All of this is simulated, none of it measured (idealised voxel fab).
This is a process module. Its name is voxel transistor to metal.
Cross-sectional view cut (width: 150 nm; square cell size: 5 nm).
A cross-section is a grid of square cells, given in bands from the top down. A band is one or more rows of cells. Within each band entry, the heights of the top and of the bottom of the band appear first, in that order and in nm; the materials of the band then follow from left to right, each with its corresponding width in nm. The designation "full width" on a single material indicates that it fills the band from edge to edge; the designation "empty" indicates empty space. We count height from 0. Below that, the starting wafer is all one material. The lowest band never ends at the bottom but goes on down; see "0 down" for how that is written. A width such as "30 to 40" changes by the same amount from each row of cells to the next, from the band's top row to its bottom row. Given "all unchanged" for a step, no cell of the cross-section differs between before and after that step. Basically, "Entrapped void list" tells you about the enclosed voids: empty spaces with no open way to the top, 8 cells or bigger, each written width x height at distance, where distance is from the left edge, all in nm. The remark found on a step's line after its settings is issued by the simulator itself and pertains to that step. If you see "overlay nm" on a step's line and that step has a mask, it's telling you how far right of where it was planned the mask ended up; a negative number means it went left instead.
## Set out below are the planned steps of the process
- 1: RECEIVE: material Si
- 2: OXIDIZE: depth nm 5
- 3: CONFORMAL_DEP: material SiN, thk nm 15
- 4: PATTERN: tone cover, mask id ACTIVE, material resist, width nm 115, thk nm 15, overlay nm 0
- 5: DIRECTIONAL_ETCH: etch materials SiN, depth nm 15
- 6: DIRECTIONAL_ETCH: etch materials SiO2, depth nm 5
- 7: DIRECTIONAL_ETCH: etch materials Si, depth nm 35
- 8: STRIP: etch materials resist
- 9: FILL_DEP: material SiO2, thk nm 15
- 10: CMP: height nm 15
- 11: SELECTIVE_ETCH: etch materials SiO2, depth nm 5
- 12: STRIP: etch materials SiN
- 13: SELECTIVE_ETCH: etch materials SiO2, depth nm 5
- 14: OXIDIZE: depth nm 5
- 15: DIRECTIONAL_DEP: material polySi, thk nm 30
- 16: DIRECTIONAL_DEP: material SiCN, thk nm 15
- 17: DIRECTIONAL_DEP: material aC, thk nm 15
- 18: PATTERN: tone cover, mask id GATE, material resist, width nm 35, thk nm 35, overlay nm 0
- 19: DIRECTIONAL_ETCH: etch materials aC, depth nm 15
- 20: STRIP: etch materials resist
- 21: DIRECTIONAL_ETCH: etch materials SiCN, depth nm 25
- 22: DIRECTIONAL_ETCH: etch materials polySi, depth nm 40
- 23: STRIP: etch materials aC
- 24: CONFORMAL_DEP: material SiO2, thk nm 5
- 25: DIRECTIONAL_ETCH: etch materials SiO2, depth nm 5
- 26: CONFORMAL_DEP: material SiN, thk nm 5
- 27: DIRECTIONAL_ETCH: etch materials SiN, depth nm 5
- 28: DIRECTIONAL_ETCH: etch materials SiO2, depth nm 5
- 29: DIRECTIONAL_ETCH: etch materials Si, depth nm 5
- 30: EPI: material nSi, thk nm 5
- 31: FILL_DEP: material SiO2, thk nm 5
- 32: CMP: height nm 25
- 33: STRIP: etch materials polySi
- 34: SELECTIVE_ETCH: etch materials SiO2, depth nm 5
- 35: CONFORMAL_DEP: material HfO2, thk nm 5
- 36: CONFORMAL_DEP: material TiN, thk nm 5
- 37: FILL_DEP: material W, thk nm 5
- 38: CMP: height nm 20
- 39: DIRECTIONAL_DEP: material SiO2, thk nm 10
- 40: MASKED_ETCH: tone open, mask id CONTACT, width nm 15, pitch nm 90, etch materials SiO2, depth nm 40, overlay nm 0
- 41: CONFORMAL_DEP: material TiN, thk nm 5
- 42: FILL_DEP: material W, thk nm 10
- 43: CMP: height nm 30
- 44: CONFORMAL_DEP: material SiCN, thk nm 5
- 45: DIRECTIONAL_DEP: material lowk, thk nm 15
- 46: PATTERN: tone open, mask id METAL_1, material resist, width nm 15, pitch nm 90, thk nm 15, overlay nm 0
- 47: DIRECTIONAL_ETCH: etch materials lowk, depth nm 15
- 48: DIRECTIONAL_ETCH: etch materials SiCN, depth nm 5
- 49: STRIP: etch materials resist
- 50: CONFORMAL_DEP: material TiN, thk nm 5
- 51: FILL_DEP: material W, thk nm 5
- 52: CMP: height nm 50
- 53: EPI: material Ru, thk nm 5
- 54: FILL_DEP: material SiCN, thk nm 5
- 55: DIRECTIONAL_DEP: material SiO2, thk nm 30
- 56: DIRECTIONAL_DEP: material aC, thk nm 15
- 57: PATTERN: tone open, mask id METAL_2, material resist, width nm 15, pitch nm 90, thk nm 35, overlay nm 0
- 58: DIRECTIONAL_ETCH: etch materials aC, depth nm 15
- 59: STRIP: etch materials resist
- 60: DIRECTIONAL_ETCH: etch materials SiO2, depth nm 15
- 61: STRIP: etch materials aC
- 62: MASKED_ETCH: tone open, mask id METAL_2_HOLES, width nm 15, pitch nm 90, etch materials SiO2, depth nm 15, overlay nm 0
- 63: MASKED_ETCH: tone open, mask id METAL_2_HOLES, width nm 15, pitch nm 90, etch materials SiCN, depth nm 5, overlay nm 0
- 64: CONFORMAL_DEP: material TiN, thk nm 5
- 65: FILL_DEP: material Cu, thk nm 10
- 66: CMP: height nm 90
- 67: CONFORMAL_DEP: material SiCN, thk nm 5
## Wafer, first of two, run as planned
## Incoming wafer, cross-sectional view, post step 1
> 0 down: Si full width
> Entrapped void list: none
## Wafer xsec, post step 2
> 0 to -5: SiO2 full width
> No changes below -5.
## Wafer xsec, post step 3
> 15 to 0: SiN full width
> No changes below 0.
## Wafer xsec, post step 4
> 30 to 15: empty=15; resist=115; empty=20
> No changes below 15.
## Wafer xsec, post step 5
> 30 to 15: empty=15; resist=115; empty=20
> 15 to 0: empty=15; SiN=115; empty=20
> No changes below 0.
## Wafer xsec, post step 6
> 30 to 15: empty=15; resist=115; empty=20
> 15 to 0: empty=15; SiN=115; empty=20
> 0 to -5: empty=15; SiO2=115; empty=20
> No changes below -5.
## Wafer xsec, post step 7
> 30 to 15: empty=15; resist=115; empty=20
> 15 to 0: empty=15; SiN=115; empty=20
> 0 to -5: empty=15; SiO2=115; empty=20
> -5 to -40: empty=15; Si=115; empty=20
> No changes below -40.
## Wafer xsec, post step 8
> 15 to 0: empty=15; SiN=115; empty=20
> No changes below 0.
## Wafer xsec, post step 9
> 30 to 15: SiO2 full width
> 15 to 0: SiO2=15; SiN=115; SiO2=20
> 0 to -5: SiO2 full width
> -5 to -40: SiO2=15; Si=115; SiO2=20
> No changes below -40.
## Wafer xsec, post step 10
> 15 to 0: SiO2=15; SiN=115; SiO2=20
> No changes below 0.
## Wafer xsec, post step 11
> 15 to 10: empty=15; SiN=115; empty=20
> No changes below 10.
## Wafer xsec, post step 12
> 10 to 0: SiO2=15; empty=115; SiO2=20
> No changes below 0.
## Wafer xsec, post step 13
> 5 to -5: SiO2=10; empty=125; SiO2=15
> No changes below -5.
## Wafer xsec, post step 14
> 5 to -5: SiO2=10; empty=125; SiO2=15
> -5 to -10: SiO2 full width
> No changes below -10.
## Wafer xsec, post step 15
> 35 to 25: polySi=10; empty=125; polySi=15
> 25 to 5: polySi full width
> 5 to -5: SiO2=10; polySi=125; SiO2=15
> No changes below -5.
## Wafer xsec, post step 16
> 50 to 40: SiCN=10; empty=125; SiCN=15
> 40 to 35: SiCN full width
> 35 to 25: polySi=10; SiCN=125; polySi=15
> No changes below 25.
## Wafer xsec, post step 17
> 65 to 55: aC=10; empty=125; aC=15
> 55 to 50: aC full width
> 50 to 40: SiCN=10; aC=125; SiCN=15
> No changes below 40.
## Wafer xsec, post step 18
> 100 to 65: empty=55; resist=35; empty=60
> 65 to 55: aC=10; empty=45; resist=35; empty=45; aC=15
> No changes below 55.
## Wafer xsec, post step 19
> 85 to 55: empty=55; resist=35; empty=60
> 55 to 50: empty=55; aC=35; empty=60
> 50 to 40: SiCN=10; empty=45; aC=35; empty=45; SiCN=15
> No changes below 40.
## Wafer xsec, post step 20
> 55 to 50: empty=55; aC=35; empty=60
> No changes below 50.
## Wafer xsec, post step 21
> 55 to 40: empty=55; aC=35; empty=60
> 40 to 35: empty=55; SiCN=35; empty=60
> 35 to 25: polySi=10; empty=45; SiCN=35; empty=45; polySi=15
> No changes below 25.
## Wafer xsec, post step 22
> 55 to 40: empty=55; aC=35; empty=60
> 40 to 25: empty=55; SiCN=35; empty=60
> 25 to 5: empty=55; polySi=35; empty=60
> 5 to -5: SiO2=10; empty=45; polySi=35; empty=45; SiO2=15
> No changes below -5.
## Wafer xsec, post step 23
> 40 to 25: empty=55; SiCN=35; empty=60
> No changes below 25.
## Wafer xsec, post step 24
> 45 to 40: empty=50; SiO2=45; empty=55
> 40 to 25: empty=50; SiO2=5; SiCN=35; SiO2=5; empty=55
> 25 to 10: empty=50; SiO2=5; polySi=35; SiO2=5; empty=55
> 10 to 0: SiO2=15; empty=35; SiO2=5; polySi=35; SiO2=5; empty=35; SiO2=20
> 0 to -5: SiO2=55; polySi=35; SiO2=60
> No changes below -5.
## Wafer xsec, post step 25
> 40 to 25: empty=50; SiO2=5; SiCN=35; SiO2=5; empty=55
> 25 to 5: empty=50; SiO2=5; polySi=35; SiO2=5; empty=55
> 5 to -5: SiO2=15; empty=35; SiO2=5; polySi=35; SiO2=5; empty=35; SiO2=20
> No changes below -5.
## Wafer xsec, post step 26
> 45 to 40: empty=45; SiN=55; empty=50
> 40 to 25: empty=45; SiN=5; SiO2=5; SiCN=35; SiO2=5; SiN=5; empty=50
> 25 to 10: empty=45; SiN=5; SiO2=5; polySi=35; SiO2=5; SiN=5; empty=50
> 10 to 5: SiN=20; empty=25; SiN=5; SiO2=5; polySi=35; SiO2=5; SiN=5; empty=25; SiN=25
> 5 to 0: SiO2=15; SiN=5; empty=25; SiN=5; SiO2=5; polySi=35; SiO2=5; SiN=5; empty=25; SiN=5; SiO2=20
> 0 to -5: SiO2=15; SiN=35; SiO2=5; polySi=35; SiO2=5; SiN=35; SiO2=20
> No changes below -5.
## Wafer xsec, post step 27
> 40 to 25: empty=45; SiN=5; SiO2=5; SiCN=35; SiO2=5; SiN=5; empty=50
> 25 to 5: empty=45; SiN=5; SiO2=5; polySi=35; SiO2=5; SiN=5; empty=50
> 5 to -5: SiO2=15; SiN=5; empty=25; SiN=5; SiO2=5; polySi=35; SiO2=5; SiN=5; empty=25; SiN=5; SiO2=20
> No changes below -5.
## Wafer xsec, post step 28
> 40 to 35: empty=45; SiN=5; empty=5; SiCN=35; empty=5; SiN=5; empty=50
> 35 to 25: empty=45; SiN=5; SiO2=5; SiCN=35; SiO2=5; SiN=5; empty=50
> 25 to 5: empty=45; SiN=5; SiO2=5; polySi=35; SiO2=5; SiN=5; empty=50
> 5 to 0: empty=15; SiN=5; empty=25; SiN=5; SiO2=5; polySi=35; SiO2=5; SiN=5; empty=25; SiN=5; empty=20
> 0 to -5: SiO2=15; SiN=5; empty=25; SiN=5; SiO2=5; polySi=35; SiO2=5; SiN=5; empty=25; SiN=5; SiO2=20
> -5 to -10: SiO2=20; empty=25; SiO2=55; empty=25; SiO2=25
> No changes below -10.
## Wafer xsec, post step 29
> 40 to 35: empty=45; SiN=5; empty=5; SiCN=35; empty=5; SiN=5; empty=50
> 35 to 25: empty=45; SiN=5; SiO2=5; SiCN=35; SiO2=5; SiN=5; empty=50
> 25 to 5: empty=45; SiN=5; SiO2=5; polySi=35; SiO2=5; SiN=5; empty=50
> 5 to 0: empty=15; SiN=5; empty=25; SiN=5; SiO2=5; polySi=35; SiO2=5; SiN=5; empty=25; SiN=5; empty=20
> 0 to -5: SiO2=15; SiN=5; empty=25; SiN=5; SiO2=5; polySi=35; SiO2=5; SiN=5; empty=25; SiN=5; SiO2=20
> -5 to -10: SiO2=20; empty=25; SiO2=55; empty=25; SiO2=25
> -10 to -15: SiO2=15; Si=5; empty=25; Si=55; empty=25; Si=5; SiO2=20
> No changes below -15.
## Wafer xsec, post step 30
> 40 to 35: empty=45; SiN=5; empty=5; SiCN=35; empty=5; SiN=5; empty=50
> 35 to 25: empty=45; SiN=5; SiO2=5; SiCN=35; SiO2=5; SiN=5; empty=50
> 25 to 5: empty=45; SiN=5; SiO2=5; polySi=35; SiO2=5; SiN=5; empty=50
> 5 to 0: empty=15; SiN=5; empty=25; SiN=5; SiO2=5; polySi=35; SiO2=5; SiN=5; empty=25; SiN=5; empty=20
> 0 to -5: SiO2=15; SiN=5; empty=25; SiN=5; SiO2=5; polySi=35; SiO2=5; SiN=5; empty=25; SiN=5; SiO2=20
> -5 to -10: SiO2=20; nSi=5; empty=15; nSi=5; SiO2=55; nSi=5; empty=15; nSi=5; SiO2=25
> -10 to -15: SiO2=15; Si=5; nSi=25; Si=55; nSi=25; Si=5; SiO2=20
> No changes below -15.
## Wafer xsec, post step 31
> 45 to 40: SiO2 full width
> 40 to 25: SiO2=45; SiN=5; SiO2=5; SiCN=35; SiO2=5; SiN=5; SiO2=50
> 25 to 5: SiO2=45; SiN=5; SiO2=5; polySi=35; SiO2=5; SiN=5; SiO2=50
> 5 to -5: SiO2=15; SiN=5; SiO2=25; SiN=5; SiO2=5; polySi=35; SiO2=5; SiN=5; SiO2=25; SiN=5; SiO2=20
> -5 to -10: SiO2=20; nSi=5; SiO2=15; nSi=5; SiO2=55; nSi=5; SiO2=15; nSi=5; SiO2=25
> No changes below -10.
## Wafer xsec, post step 32
> 25 to 5: SiO2=45; SiN=5; SiO2=5; polySi=35; SiO2=5; SiN=5; SiO2=50
> No changes below 5.
## Wafer xsec, post step 33
> 25 to 5: SiO2=45; SiN=5; SiO2=5; empty=35; SiO2=5; SiN=5; SiO2=50
> 5 to -5: SiO2=15; SiN=5; SiO2=25; SiN=5; SiO2=5; empty=35; SiO2=5; SiN=5; SiO2=25; SiN=5; SiO2=20
> No changes below -5.
## Wafer xsec, post step 34
> 25 to 20: empty=45; SiN=5; empty=45; SiN=5; empty=50
> 20 to 5: SiO2=45; SiN=5; empty=45; SiN=5; SiO2=50
> 5 to -5: SiO2=15; SiN=5; SiO2=25; SiN=5; empty=45; SiN=5; SiO2=25; SiN=5; SiO2=20
> -5 to -10: SiO2=20; nSi=5; SiO2=15; nSi=5; SiO2=5; empty=45; SiO2=5; nSi=5; SiO2=15; nSi=5; SiO2=25
> No changes below -10.
## Wafer xsec, post step 35
> 30 to 25: empty=40; HfO2=15; empty=35; HfO2=15; empty=45
> 25 to 20: HfO2=45; SiN=5; HfO2=5; empty=35; HfO2=5; SiN=5; HfO2=50
> 20 to 5: SiO2=45; SiN=5; HfO2=5; empty=35; HfO2=5; SiN=5; SiO2=50
> 5 to -5: SiO2=15; SiN=5; SiO2=25; SiN=5; HfO2=5; empty=35; HfO2=5; SiN=5; SiO2=25; SiN=5; SiO2=20
> -5 to -10: SiO2=20; nSi=5; SiO2=15; nSi=5; SiO2=5; HfO2=45; SiO2=5; nSi=5; SiO2=15; nSi=5; SiO2=25
> No changes below -10.
## Wafer xsec, post step 36
> 35 to 30: empty=35; TiN=25; empty=25; TiN=25; empty=40
> 30 to 25: TiN=40; HfO2=15; TiN=5; empty=25; TiN=5; HfO2=15; TiN=45
> 25 to 20: HfO2=45; SiN=5; HfO2=5; TiN=5; empty=25; TiN=5; HfO2=5; SiN=5; HfO2=50
> 20 to 5: SiO2=45; SiN=5; HfO2=5; TiN=5; empty=25; TiN=5; HfO2=5; SiN=5; SiO2=50
> 5 to 0: SiO2=15; SiN=5; SiO2=25; SiN=5; HfO2=5; TiN=5; empty=25; TiN=5; HfO2=5; SiN=5; SiO2=25; SiN=5; SiO2=20
> 0 to -5: SiO2=15; SiN=5; SiO2=25; SiN=5; HfO2=5; TiN=35; HfO2=5; SiN=5; SiO2=25; SiN=5; SiO2=20
> No changes below -5.
## Wafer xsec, post step 37
> 40 to 35: W full width
> 35 to 30: W=35; TiN=25; W=25; TiN=25; W=40
> 30 to 25: TiN=40; HfO2=15; TiN=5; W=25; TiN=5; HfO2=15; TiN=45
> 25 to 20: HfO2=45; SiN=5; HfO2=5; TiN=5; W=25; TiN=5; HfO2=5; SiN=5; HfO2=50
> 20 to 5: SiO2=45; SiN=5; HfO2=5; TiN=5; W=25; TiN=5; HfO2=5; SiN=5; SiO2=50
> 5 to 0: SiO2=15; SiN=5; SiO2=25; SiN=5; HfO2=5; TiN=5; W=25; TiN=5; HfO2=5; SiN=5; SiO2=25; SiN=5; SiO2=20
> No changes below 0.
## Wafer xsec, post step 38
> 20 to 5: SiO2=45; SiN=5; HfO2=5; TiN=5; W=25; TiN=5; HfO2=5; SiN=5; SiO2=50
> No changes below 5.
## Wafer xsec, post step 39
> 30 to 20: SiO2 full width
> No changes below 20.
## Wafer xsec, post step 40
> 30 to 20: SiO2=20; empty=15; SiO2=75; empty=15; SiO2=25
> 20 to 5: SiO2=20; empty=15; SiO2=10; SiN=5; HfO2=5; TiN=5; W=25; TiN=5; HfO2=5; SiN=5; SiO2=10; empty=15; SiO2=25
> 5 to 0: SiO2=15; SiN=5; empty=15; SiO2=10; SiN=5; HfO2=5; TiN=5; W=25; TiN=5; HfO2=5; SiN=5; SiO2=10; empty=15; SiN=5; SiO2=20
> 0 to -5: SiO2=15; SiN=5; empty=15; SiO2=10; SiN=5; HfO2=5; TiN=35; HfO2=5; SiN=5; SiO2=10; empty=15; SiN=5; SiO2=20
> -5 to -10: SiO2=20; nSi=5; empty=10; SiO2=5; nSi=5; SiO2=5; HfO2=45; SiO2=5; nSi=5; SiO2=5; empty=10; nSi=5; SiO2=25
> No changes below -10.
## Wafer xsec, post step 41
> 35 to 30: TiN=25; empty=5; TiN=85; empty=5; TiN=30
> 30 to 20: SiO2=20; TiN=5; empty=5; TiN=5; SiO2=75; TiN=5; empty=5; TiN=5; SiO2=25
> 20 to 5: SiO2=20; TiN=5; empty=5; TiN=5; SiO2=10; SiN=5; HfO2=5; TiN=5; W=25; TiN=5; HfO2=5; SiN=5; SiO2=10; TiN=5; empty=5; TiN=5; SiO2=25
> 5 to 0: SiO2=15; SiN=5; TiN=5; empty=5; TiN=5; SiO2=10; SiN=5; HfO2=5; TiN=5; W=25; TiN=5; HfO2=5; SiN=5; SiO2=10; TiN=5; empty=5; TiN=5; SiN=5; SiO2=20
> 0 to -5: SiO2=15; SiN=5; TiN=15; SiO2=10; SiN=5; HfO2=5; TiN=35; HfO2=5; SiN=5; SiO2=10; TiN=15; SiN=5; SiO2=20
> -5 to -10: SiO2=20; nSi=5; TiN=10; SiO2=5; nSi=5; SiO2=5; HfO2=45; SiO2=5; nSi=5; SiO2=5; TiN=10; nSi=5; SiO2=25
> No changes below -10.
## Wafer xsec, post step 42
> 45 to 35: W full width
> 35 to 30: TiN=25; W=5; TiN=85; W=5; TiN=30
> 30 to 20: SiO2=20; TiN=5; W=5; TiN=5; SiO2=75; TiN=5; W=5; TiN=5; SiO2=25
> 20 to 5: SiO2=20; TiN=5; W=5; TiN=5; SiO2=10; SiN=5; HfO2=5; TiN=5; W=25; TiN=5; HfO2=5; SiN=5; SiO2=10; TiN=5; W=5; TiN=5; SiO2=25
> 5 to 0: SiO2=15; SiN=5; TiN=5; W=5; TiN=5; SiO2=10; SiN=5; HfO2=5; TiN=5; W=25; TiN=5; HfO2=5; SiN=5; SiO2=10; TiN=5; W=5; TiN=5; SiN=5; SiO2=20
> No changes below 0.
## Wafer xsec, post step 43
> 30 to 20: SiO2=20; TiN=5; W=5; TiN=5; SiO2=75; TiN=5; W=5; TiN=5; SiO2=25
> No changes below 20.
## Wafer xsec, post step 44
> 35 to 30: SiCN full width
> No changes below 30.
## Wafer xsec, post step 45
> 50 to 35: lowk full width
> No changes below 35.
## Wafer xsec, post step 46
> 65 to 50: resist=20; empty=15; resist=75; empty=15; resist=25
> No changes below 50.
## Wafer xsec, post step 47
> 65 to 50: resist=20; empty=15; resist=75; empty=15; resist=25
> 50 to 35: lowk=20; empty=15; lowk=75; empty=15; lowk=25
> No changes below 35.
## Wafer xsec, post step 48
> 65 to 50: resist=20; empty=15; resist=75; empty=15; resist=25
> 50 to 35: lowk=20; empty=15; lowk=75; empty=15; lowk=25
> 35 to 30: SiCN=20; empty=15; SiCN=75; empty=15; SiCN=25
> No changes below 30.
## Wafer xsec, post step 49
> 50 to 35: lowk=20; empty=15; lowk=75; empty=15; lowk=25
> No changes below 35.
## Wafer xsec, post step 50
> 55 to 50: TiN=25; empty=5; TiN=85; empty=5; TiN=30
> 50 to 35: lowk=20; TiN=5; empty=5; TiN=5; lowk=75; TiN=5; empty=5; TiN=5; lowk=25
> 35 to 30: SiCN=20; TiN=15; SiCN=75; TiN=15; SiCN=25
> No changes below 30.
## Wafer xsec, post step 51
> 60 to 55: W full width
> 55 to 50: TiN=25; W=5; TiN=85; W=5; TiN=30
> 50 to 35: lowk=20; TiN=5; W=5; TiN=5; lowk=75; TiN=5; W=5; TiN=5; lowk=25
> No changes below 35.
## Wafer xsec, post step 52
> 50 to 35: lowk=20; TiN=5; W=5; TiN=5; lowk=75; TiN=5; W=5; TiN=5; lowk=25
> No changes below 35.
## Wafer xsec, post step 53
> 55 to 50: empty=15; Ru=25; empty=65; Ru=25; empty=20
> No changes below 50.
## Wafer xsec, post step 54
> 60 to 55: SiCN full width
> 55 to 50: SiCN=15; Ru=25; SiCN=65; Ru=25; SiCN=20
> No changes below 50.
## Wafer xsec, post step 55
> 90 to 60: SiO2 full width
> No changes below 60.
## Wafer xsec, post step 56
> 105 to 90: aC full width
> No changes below 90.
## Wafer xsec, post step 57
> 140 to 105: resist=20; empty=15; resist=75; empty=15; resist=25
> No changes below 105.
## Wafer xsec, post step 58
> 125 to 105: resist=20; empty=15; resist=75; empty=15; resist=25
> 105 to 90: aC=20; empty=15; aC=75; empty=15; aC=25
> No changes below 90.
## Wafer xsec, post step 59
> 105 to 90: aC=20; empty=15; aC=75; empty=15; aC=25
> No changes below 90.
## Wafer xsec, post step 60
> 105 to 90: aC=20; empty=15; aC=75; empty=15; aC=25
> 90 to 75: SiO2=20; empty=15; SiO2=75; empty=15; SiO2=25
> No changes below 75.
## Wafer xsec, post step 61
> 90 to 75: SiO2=20; empty=15; SiO2=75; empty=15; SiO2=25
> No changes below 75.
## Wafer xsec, post step 62
> 90 to 60: SiO2=20; empty=15; SiO2=75; empty=15; SiO2=25
> No changes below 60.
## Wafer xsec, post step 63
> 90 to 60: SiO2=20; empty=15; SiO2=75; empty=15; SiO2=25
> 60 to 55: SiCN=20; empty=15; SiCN=75; empty=15; SiCN=25
> No changes below 55.
## Wafer xsec, post step 64
> 95 to 90: TiN=25; empty=5; TiN=85; empty=5; TiN=30
> 90 to 60: SiO2=20; TiN=5; empty=5; TiN=5; SiO2=75; TiN=5; empty=5; TiN=5; SiO2=25
> 60 to 55: SiCN=20; TiN=15; SiCN=75; TiN=15; SiCN=25
> No changes below 55.
## Wafer xsec, post step 65
> 105 to 95: Cu full width
> 95 to 90: TiN=25; Cu=5; TiN=85; Cu=5; TiN=30
> 90 to 60: SiO2=20; TiN=5; Cu=5; TiN=5; SiO2=75; TiN=5; Cu=5; TiN=5; SiO2=25
> No changes below 60.
## Wafer xsec, post step 66
> 90 to 60: SiO2=20; TiN=5; Cu=5; TiN=5; SiO2=75; TiN=5; Cu=5; TiN=5; SiO2=25
> No changes below 60.
## Wafer xsec, post step 67
> 95 to 90: SiCN full width
> No changes below 90.
## Second wafer. Start and plan as for the first. One mistake made in running. Agrees with the first up to and including step 40
## Here is the second wafer in cross-section at the point where step 41 of the plan should have been done
> 35 to 30: Ru=25; empty=5; Ru=85; empty=5; Ru=30
> 30 to 20: SiO2=20; Ru=5; empty=5; Ru=5; SiO2=75; Ru=5; empty=5; Ru=5; SiO2=25
> 20 to 5: SiO2=20; Ru=5; empty=5; Ru=5; SiO2=10; SiN=5; HfO2=5; TiN=5; W=25; TiN=5; HfO2=5; SiN=5; SiO2=10; Ru=5; empty=5; Ru=5; SiO2=25
> 5 to 0: SiO2=15; SiN=5; Ru=5; empty=5; Ru=5; SiO2=10; SiN=5; HfO2=5; TiN=5; W=25; TiN=5; HfO2=5; SiN=5; SiO2=10; Ru=5; empty=5; Ru=5; SiN=5; SiO2=20
> 0 to -5: SiO2=15; SiN=5; Ru=15; SiO2=10; SiN=5; HfO2=5; TiN=35; HfO2=5; SiN=5; SiO2=10; Ru=15; SiN=5; SiO2=20
> -5 to -10: SiO2=20; nSi=5; Ru=10; SiO2=5; nSi=5; SiO2=5; HfO2=45; SiO2=5; nSi=5; SiO2=5; Ru=10; nSi=5; SiO2=25
> No changes below -10.
## Here is the second wafer in cross-section at the point where step 42 of the plan should have been done
> 45 to 35: W full width
> 35 to 30: Ru=25; W=5; Ru=85; W=5; Ru=30
> 30 to 20: SiO2=20; Ru=5; W=5; Ru=5; SiO2=75; Ru=5; W=5; Ru=5; SiO2=25
> 20 to 5: SiO2=20; Ru=5; W=5; Ru=5; SiO2=10; SiN=5; HfO2=5; TiN=5; W=25; TiN=5; HfO2=5; SiN=5; SiO2=10; Ru=5; W=5; Ru=5; SiO2=25
> 5 to 0: SiO2=15; SiN=5; Ru=5; W=5; Ru=5; SiO2=10; SiN=5; HfO2=5; TiN=5; W=25; TiN=5; HfO2=5; SiN=5; SiO2=10; Ru=5; W=5; Ru=5; SiN=5; SiO2=20
> No changes below 0.
## Here is the second wafer in cross-section at the point where step 43 of the plan should have been done
> 30 to 20: SiO2=20; Ru=5; W=5; Ru=5; SiO2=75; Ru=5; W=5; Ru=5; SiO2=25
> No changes below 20.
## Here is the second wafer in cross-section at the point where step 44 of the plan should have been done
> 35 to 30: SiCN full width
> No changes below 30.
## Here is the second wafer in cross-section at the point where step 45 of the plan should have been done
> 50 to 35: lowk full width
> No changes below 35.
## Here is the second wafer in cross-section at the point where step 46 of the plan should have been done
> 65 to 50: resist=20; empty=15; resist=75; empty=15; resist=25
> No changes below 50.
## Here is the second wafer in cross-section at the point where step 47 of the plan should have been done
> 65 to 50: resist=20; empty=15; resist=75; empty=15; resist=25
> 50 to 35: lowk=20; empty=15; lowk=75; empty=15; lowk=25
> No changes below 35.
## Here is the second wafer in cross-section at the point where step 48 of the plan should have been done
> 65 to 50: resist=20; empty=15; resist=75; empty=15; resist=25
> 50 to 35: lowk=20; empty=15; lowk=75; empty=15; lowk=25
> 35 to 30: SiCN=20; empty=15; SiCN=75; empty=15; SiCN=25
> No changes below 30.
## Here is the second wafer in cross-section at the point where step 49 of the plan should have been done
> 50 to 35: lowk=20; empty=15; lowk=75; empty=15; lowk=25
> No changes below 35.
## Here is the second wafer in cross-section at the point where step 50 of the plan should have been done
> 55 to 50: TiN=25; empty=5; TiN=85; empty=5; TiN=30
> 50 to 35: lowk=20; TiN=5; empty=5; TiN=5; lowk=75; TiN=5; empty=5; TiN=5; lowk=25
> 35 to 30: SiCN=20; TiN=15; SiCN=75; TiN=15; SiCN=25
> No changes below 30.
## Here is the second wafer in cross-section at the point where step 51 of the plan should have been done
> 60 to 55: W full width
> 55 to 50: TiN=25; W=5; TiN=85; W=5; TiN=30
> 50 to 35: lowk=20; TiN=5; W=5; TiN=5; lowk=75; TiN=5; W=5; TiN=5; lowk=25
> No changes below 35.
## Here is the second wafer in cross-section at the point where step 52 of the plan should have been done
> 50 to 35: lowk=20; TiN=5; W=5; TiN=5; lowk=75; TiN=5; W=5; TiN=5; lowk=25
> No changes below 35.
## Here is the second wafer in cross-section at the point where step 53 of the plan should have been done
> 55 to 50: empty=15; Ru=25; empty=65; Ru=25; empty=20
> No changes below 50.
## Here is the second wafer in cross-section at the point where step 54 of the plan should have been done
> 60 to 55: SiCN full width
> 55 to 50: SiCN=15; Ru=25; SiCN=65; Ru=25; SiCN=20
> No changes below 50.
## Here is the second wafer in cross-section at the point where step 55 of the plan should have been done
> 90 to 60: SiO2 full width
> No changes below 60.
## Here is the second wafer in cross-section at the point where step 56 of the plan should have been done
> 105 to 90: aC full width
> No changes below 90.
## Here is the second wafer in cross-section at the point where step 57 of the plan should have been done
> 140 to 105: resist=20; empty=15; resist=75; empty=15; resist=25
> No changes below 105.
## Here is the second wafer in cross-section at the point where step 58 of the plan should have been done
> 125 to 105: resist=20; empty=15; resist=75; empty=15; resist=25
> 105 to 90: aC=20; empty=15; aC=75; empty=15; aC=25
> No changes below 90.
## Here is the second wafer in cross-section at the point where step 59 of the plan should have been done
> 105 to 90: aC=20; empty=15; aC=75; empty=15; aC=25
> No changes below 90.
## Here is the second wafer in cross-section at the point where step 60 of the plan should have been done
> 105 to 90: aC=20; empty=15; aC=75; empty=15; aC=25
> 90 to 75: SiO2=20; empty=15; SiO2=75; empty=15; SiO2=25
> No changes below 75.
## Here is the second wafer in cross-section at the point where step 61 of the plan should have been done
> 90 to 75: SiO2=20; empty=15; SiO2=75; empty=15; SiO2=25
> No changes below 75.
## Here is the second wafer in cross-section at the point where step 62 of the plan should have been done
> 90 to 60: SiO2=20; empty=15; SiO2=75; empty=15; SiO2=25
> No changes below 60.
## Here is the second wafer in cross-section at the point where step 63 of the plan should have been done
> 90 to 60: SiO2=20; empty=15; SiO2=75; empty=15; SiO2=25
> 60 to 55: SiCN=20; empty=15; SiCN=75; empty=15; SiCN=25
> No changes below 55.
## Here is the second wafer in cross-section at the point where step 64 of the plan should have been done
> 95 to 90: TiN=25; empty=5; TiN=85; empty=5; TiN=30
> 90 to 60: SiO2=20; TiN=5; empty=5; TiN=5; SiO2=75; TiN=5; empty=5; TiN=5; SiO2=25
> 60 to 55: SiCN=20; TiN=15; SiCN=75; TiN=15; SiCN=25
> No changes below 55.
## Here is the second wafer in cross-section at the point where step 65 of the plan should have been done
> 105 to 95: Cu full width
> 95 to 90: TiN=25; Cu=5; TiN=85; Cu=5; TiN=30
> 90 to 60: SiO2=20; TiN=5; Cu=5; TiN=5; SiO2=75; TiN=5; Cu=5; TiN=5; SiO2=25
> No changes below 60.
## Here is the second wafer in cross-section at the point where step 66 of the plan should have been done
> 90 to 60: SiO2=20; TiN=5; Cu=5; TiN=5; SiO2=75; TiN=5; Cu=5; TiN=5; SiO2=25
> No changes below 60.
## Here is the second wafer in cross-section at the point where step 67 of the plan should have been done
> 95 to 90: SiCN full width
> No changes below 90.
Finding, execution versus plan: step 41 went in with a setting other than planned; the actual run was CONFORMAL_DEP: material Ru, thk nm 5
Final difference in cells, second wafer against first, listed per material as more or fewer: +34 Ru, -34 TiN
